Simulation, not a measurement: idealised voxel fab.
Module name: voxel capacitor over wiring (process module)
Shown is cross-section cut, with a width of 300 nm and square cells of size 5 nm.
Just so we're on the same page, the cross-sections are grids of square cells, and they're listed out in bands top to bottom, each band one or more rows deep. It is stipulated that each band's entry specify, in nanometres, the height of the top of the band and then that of its bottom, followed by the materials of the band in left-to-right sequence, each together with its width in nanometres. A single material marked by the word "all across" is understood to fill the band from edge to edge; the word "empty" is understood to denote empty space. Heights from 0 (as-received wafer is one material below). Bottom band endless downward, as "0 nm and below". With a width like "30->40", each row of cells in the band differs from the next by the same amount, the top row carrying the first number and the bottom row the second. A step reported as "no alterations made" is a step in which no cell of the cross-section changed. For the entry "Internal closed voids", the listed items are empty spaces with no open way to the top whose size is 8 cells or more; each item follows the pattern width x height at distance, where distance is from the left edge and all three are in nm. after a step's settings: what the simulator itself notes on the step. overlay nm: on a step with a mask, how far right of its planned place the mask lay; negative means left.
Set out below are the planned steps of the process:
1,RECEIVE: material Si
2,CONFORMAL_DEP: material SiO2, thk nm 15
3,DIRECTIONAL_DEP: material TiN, thk nm 5
4,DIRECTIONAL_DEP: material W, thk nm 20
5,MASKED_ETCH: tone cover, mask id METAL_1, width nm 20, pitch nm 85, etch materials W, depth nm 20, overlay nm 0
6,MASKED_ETCH: tone cover, mask id METAL_1, width nm 20, pitch nm 85, etch materials TiN, depth nm 5, overlay nm 0
7,CONFORMAL_DEP: material SiCN, thk nm 5
8,FILL_DEP: material lowk, thk nm 5
9,CMP: height nm 40
10,CONFORMAL_DEP: material SiCN, thk nm 5
11,DIRECTIONAL_DEP: material SiO2, thk nm 20
12,PATTERN: tone open, mask id PLUG_1, material resist, width nm 15, thk nm 20, overlay nm 0
13,DIRECTIONAL_ETCH: etch materials SiO2, depth nm 20
14,DIRECTIONAL_ETCH: etch materials SiCN, depth nm 5
15,STRIP: etch materials resist
16,CONFORMAL_DEP: material TiN, thk nm 5
17,FILL_DEP: material Cu, thk nm 10
18,CMP: height nm 65
19,DIRECTIONAL_DEP: material TiN, thk nm 10
20,DIRECTIONAL_DEP: material HfO2, thk nm 5
21,DIRECTIONAL_DEP: material TiN, thk nm 10
22,DIRECTIONAL_DEP: material aC, thk nm 15
23,PATTERN: tone cover, mask id UPPER_PLATE, material resist, width nm 70, thk nm 30, overlay nm 0
24,DIRECTIONAL_ETCH: etch materials aC, depth nm 15
25,STRIP: etch materials resist
26,DIRECTIONAL_ETCH: etch materials TiN, depth nm 10
27,DIRECTIONAL_ETCH: etch materials HfO2, depth nm 5
28,STRIP: etch materials aC
29,MASKED_ETCH: tone cover, mask id LOWER_PLATE, width nm 80, etch materials TiN, depth nm 10, overlay nm 0
30,FILL_DEP: material SiO2, thk nm 15
31,CMP: height nm 100
32,PATTERN: tone open, mask id PLUG_2, material resist, width nm 15, thk nm 20, overlay nm 0
33,DIRECTIONAL_ETCH: etch materials SiO2, depth nm 10
34,STRIP: etch materials resist
35,CONFORMAL_DEP: material TiN, thk nm 5
36,FILL_DEP: material W, thk nm 5
37,CMP: height nm 100
38,CONFORMAL_DEP: material SiCN, thk nm 5
Cross-section of the wafer as it came to us, i.e., already through step 1:
  0 nm and below  Si all across
  Internal closed voids: none
Cross-sectional view of the first of the two wafers upon completion of the module, processed in accordance with the plan:
  105 nm to 100 nm  SiCN all across
  100 nm to 95 nm  SiO2 (110), TiN (5), W (5), TiN (5), SiO2 (175)
  95 nm to 90 nm  SiO2 (110), TiN (15), SiO2 (175)
  90 nm to 80 nm  SiO2 (100), TiN (70), SiO2 (130)
  80 nm to 75 nm  SiO2 (100), HfO2 (70), SiO2 (130)
  75 nm to 65 nm  SiO2 (95), TiN (80), SiO2 (125)
  65 nm to 45 nm  SiO2 (100), TiN (5), Cu (5), TiN (5), SiO2 (185)
  45 nm to 40 nm  SiCN (100), TiN (15), SiCN (185)
  40 nm to 20 nm  lowk (90), SiCN (5), W (20), SiCN (5), lowk (55), SiCN (5), W (20), SiCN (5), lowk (95)
  20 nm to 15 nm  SiCN (95), TiN (20), SiCN (65), TiN (20), SiCN (100)
  15 nm to 0 nm  SiO2 all across
  0 nm and below  Si all across
  Internal closed voids: none
Wafer two, sectioned after the module: the first wafer's start, the first wafer's plan, and one mistake in how it was run:
  105 nm to 100 nm  SiCN all across
  100 nm to 95 nm  SiO2 (110), TiN (5), W (5), TiN (5), SiO2 (175)
  95 nm to 90 nm  SiO2 (110), TiN (15), SiO2 (175)
  90 nm to 85 nm  SiO2 all across
  85 nm to 75 nm  SiO2 (100), TiN (70), SiO2 (130)
  75 nm to 70 nm  SiO2 (100), HfO2 (70), SiO2 (130)
  70 nm to 60 nm  SiO2 (95), TiN (80), SiO2 (125)
  60 nm to 45 nm  SiO2 (100), TiN (5), Cu (5), TiN (5), SiO2 (185)
  45 nm to 40 nm  SiCN (100), TiN (15), SiCN (185)
  40 nm to 20 nm  lowk (90), SiCN (5), W (20), SiCN (5), lowk (55), SiCN (5), W (20), SiCN (5), lowk (95)
  20 nm to 15 nm  SiCN (95), TiN (20), SiCN (65), TiN (20), SiCN (100)
  15 nm to 0 nm  SiO2 all across
  0 nm and below  Si all across
  Internal closed voids: none
The mistake made against the process plan was this: off-plan run, step 18, actual operation and settings CMP: height nm 60
The second wafer ends with more or fewer cells of some materials than the first, per final count: Cu: 1 fewer | SiO2: 3 more | TiN: 2 fewer
